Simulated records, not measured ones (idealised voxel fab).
A process module follows: voxel gate over fins.
Pictured: cross-section cut, 295 nm wide, on a grid of 5 nm square cells.
In what follows, cross-sections appear as grids of square cells, described through bands that run from the top down, where every band is one or more rows of cells.
Heads up on the band format: heights come first, top then bottom, in nm. After that it's the materials left to right, each with its width in nm. A single material flagged "edge to edge" fills the whole band edge to edge, and "blank" means there's empty space there.
We count height from 0. Below that, the starting wafer is all one material. The lowest band never ends at the bottom but goes on down; see "top 0, no bottom" for how that is written.
Top row gets the first number, bottom row gets the second, and each row in between changes by the same step: that is how a band width like "30..40" works.
"no alteration" -> step changed no cross-section cell.
Basically, "Tabulated closed voids" tells you about the enclosed voids: empty spaces with no open way to the top, 8 cells or bigger, each written width x height at distance, where distance is from the left edge, all in nm.
Text after the settings on a step's line: the simulator's own remark on that step.
When a step includes a mask, the "overlay nm" setting on its line states how far to the right of its planned place that mask lay, and negative values state how far to the left.

BELOW IS THE LIST OF PLANNED PROCESS STEPS
1,RECEIVE (material Si)
2,CONFORMAL_DEP (material SiN; thk nm 5)
3,MASKED_ETCH (tone cover; mask id FINS; width nm 15; pitch nm 40; etch materials SiN; depth nm 5; overlay nm 0)
4,MASKED_ETCH (tone cover; mask id FINS; width nm 15; pitch nm 40; etch materials Si; depth nm 35; overlay nm -15)
5,OXIDIZE (depth nm 5)
6,FILL_DEP (material SiO2; thk nm 15)
7,CMP (height nm 5)
8,SELECTIVE_ETCH (etch materials SiO2; depth nm 15)
9,STRIP (etch materials SiN)
10,CONFORMAL_DEP (material HfO2; thk nm 5)
11,CONFORMAL_DEP (material TiN; thk nm 5)
12,CONFORMAL_DEP (material TiAl; thk nm 5)
13,CONFORMAL_DEP (material TiN; thk nm 5)
14,FILL_DEP (material W; thk nm 15)
15,CMP (height nm 30)
16,CONFORMAL_DEP (material SiN; thk nm 10)
The wafers are alike at the start. At step 4, their overlay nm differs. The plan lists the first wafer's value.

CROSS-SECTION OF THE FIRST OF SEVERAL WAFERS AS RECEIVED (AFTER STEP 1)
	top 0, no bottom = Si edge to edge
	Tabulated closed voids: none

WHAT FOLLOWS IS A TABLE IN WHICH EACH WAFER OCCUPIES A ROW; FOR THE WAFER AS IT STANDS AT THE CLOSE OF THE MODULE, THE ROW STATES, MATERIAL BY MATERIAL, HOW MANY CELLS HAVE BEEN GAINED (+) OR LOST (-) SINCE RECEIPT, AND THEN GIVES ITS CLOSED VOIDS
overlay nm -15, +67 HfO2, -414 Si, +118 SiN, +306 SiO2, +65 TiAl, +131 TiN, +199 W, Tabulated closed voids: none
overlay nm -10, +67 HfO2, -428 Si, +118 SiN, +318 SiO2, +66 TiAl, +131 TiN, +200 W, Tabulated closed voids: none
overlay nm -5, +67 HfO2, -442 Si, +118 SiN, +330 SiO2, +67 TiAl, +131 TiN, +201 W, Tabulated closed voids: none
overlay nm 0, +67 HfO2, -456 Si, +118 SiN, +342 SiO2, +67 TiAl, +132 TiN, +202 W, Tabulated closed voids: none
overlay nm 5, +67 HfO2, -442 Si, +118 SiN, +330 SiO2, +67 TiAl, +131 TiN, +201 W, Tabulated closed voids: none
overlay nm 10, +67 HfO2, -428 Si, +118 SiN, +318 SiO2, +66 TiAl, +131 TiN, +200 W, Tabulated closed voids: none
overlay nm 15, +67 HfO2, -414 Si, +118 SiN, +306 SiO2, +65 TiAl, +131 TiN, +199 W, Tabulated closed voids: none
